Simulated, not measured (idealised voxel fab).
process module | voxel spacer lines
cross-section cut | 215 nm wide | cells 5 nm
A cross-section is a grid of square cells, given in bands from the top down. A band is one or more rows of cells.
Each band's line starts with the height of the band's top and of its bottom, in nm. Then come its materials from left to right, each with its width in nm. One material with "throughout" fills the band from edge to edge. "air" is empty space.
Height 0 is the level under which the wafer as received is all one material. The lowest band goes on downwards, as in "0 down".
A width such as "30 to 40" changes by the same amount from each row of cells to the next, from the band's top row to its bottom row.
"no change" after a step means that no cell of the cross-section changed.
closed voids: empty space of 8 cells or more with no open way to the top, each as width x height at its distance from the left edge, in nm
after a step's settings: what the simulator itself notes on the step
overlay nm, on a step with a mask: how far to the right of its planned place the mask lay; to the left if negative
plan
1 op RECEIVE | material Si
2 op CONFORMAL_DEP | material Al2O3 | thk nm 10
3 op DIRECTIONAL_DEP | material SiN | thk nm 15
4 op DIRECTIONAL_DEP | material polySi | thk nm 30
5 op PATTERN | tone cover | mask id MANDREL | material resist | width nm 20 | pitch nm 60 | thk nm 35 | overlay nm 0
6 op DIRECTIONAL_ETCH | etch materials polySi | depth nm 30
7 op STRIP | etch materials resist
8 op CONFORMAL_DEP | material SiO2 | thk nm 10
9 op DIRECTIONAL_ETCH | etch materials SiO2 | depth nm 10
10 op STRIP | etch materials polySi
11 op DIRECTIONAL_ETCH | etch materials SiN | depth nm 15
12 op STRIP | etch materials SiO2
first wafer, as planned
as received, after step 1
  0 down: Si throughout
  closed voids: none
after step 2
  10 to 0: Al2O3 throughout
  below 0: unchanged
after step 3
  25 to 10: SiN throughout
  below 10: unchanged
after step 4
  55 to 25: polySi throughout
  below 25: unchanged
after step 5
  90 to 55: air 65 | resist 20 | air 40 | resist 20 | air 70
  below 55: unchanged
after step 6
  90 to 55: air 65 | resist 20 | air 40 | resist 20 | air 70
  55 to 25: air 65 | polySi 20 | air 40 | polySi 20 | air 70
  below 25: unchanged
after step 7
  55 to 25: air 65 | polySi 20 | air 40 | polySi 20 | air 70
  below 25: unchanged
after step 8
  65 to 55: air 55 | SiO2 40 | air 20 | SiO2 40 | air 60
  55 to 35: air 55 | SiO2 10 | polySi 20 | SiO2 10 | air 20 | SiO2 10 | polySi 20 | SiO2 10 | air 60
  35 to 25: SiO2 65 | polySi 20 | SiO2 40 | polySi 20 | SiO2 70
  below 25: unchanged
after step 9
  55 to 25: air 55 | SiO2 10 | polySi 20 | SiO2 10 | air 20 | SiO2 10 | polySi 20 | SiO2 10 | air 60
  below 25: unchanged
after step 10
  55 to 25: air 55 | SiO2 10 | air 20 | SiO2 10 | air 20 | SiO2 10 | air 20 | SiO2 10 | air 60
  below 25: unchanged
after step 11
  55 to 25: air 55 | SiO2 10 | air 20 | SiO2 10 | air 20 | SiO2 10 | air 20 | SiO2 10 | air 60
  25 to 10: air 55 | SiN 10 | air 20 | SiN 10 | air 20 | SiN 10 | air 20 | SiN 10 | air 60
  below 10: unchanged
after step 12
  25 to 10: air 55 | SiN 10 | air 20 | SiN 10 | air 20 | SiN 10 | air 20 | SiN 10 | air 60
  below 10: unchanged
second wafer: like start, like plan, one mistake. Through step 1 it matches the first wafer
when step 2 should have ended: no change
when step 3 should have ended
  15 to 0: SiN throughout
  below 0: unchanged
when step 4 should have ended
  45 to 15: polySi throughout
  below 15: unchanged
when step 5 should have ended
  80 to 45: air 65 | resist 20 | air 40 | resist 20 | air 70
  below 45: unchanged
when step 6 should have ended
  80 to 45: air 65 | resist 20 | air 40 | resist 20 | air 70
  45 to 15: air 65 | polySi 20 | air 40 | polySi 20 | air 70
  below 15: unchanged
when step 7 should have ended
  45 to 15: air 65 | polySi 20 | air 40 | polySi 20 | air 70
  below 15: unchanged
when step 8 should have ended
  55 to 45: air 55 | SiO2 40 | air 20 | SiO2 40 | air 60
  45 to 25: air 55 | SiO2 10 | polySi 20 | SiO2 10 | air 20 | SiO2 10 | polySi 20 | SiO2 10 | air 60
  25 to 15: SiO2 65 | polySi 20 | SiO2 40 | polySi 20 | SiO2 70
  below 15: unchanged
when step 9 should have ended
  45 to 15: air 55 | SiO2 10 | polySi 20 | SiO2 10 | air 20 | SiO2 10 | polySi 20 | SiO2 10 | air 60
  below 15: unchanged
when step 10 should have ended
  45 to 15: air 55 | SiO2 10 | air 20 | SiO2 10 | air 20 | SiO2 10 | air 20 | SiO2 10 | air 60
  below 15: unchanged
when step 11 should have ended
  45 to 15: air 55 | SiO2 10 | air 20 | SiO2 10 | air 20 | SiO2 10 | air 20 | SiO2 10 | air 60
  15 to 0: air 55 | SiN 10 | air 20 | SiN 10 | air 20 | SiN 10 | air 20 | SiN 10 | air 60
  below 0: unchanged
when step 12 should have ended
  15 to 0: air 55 | SiN 10 | air 20 | SiN 10 | air 20 | SiN 10 | air 20 | SiN 10 | air 60
  below 0: unchanged
what went wrong: step 2 was left out
at the end the second wafer has, in cells: 86 fewer of Al2O3
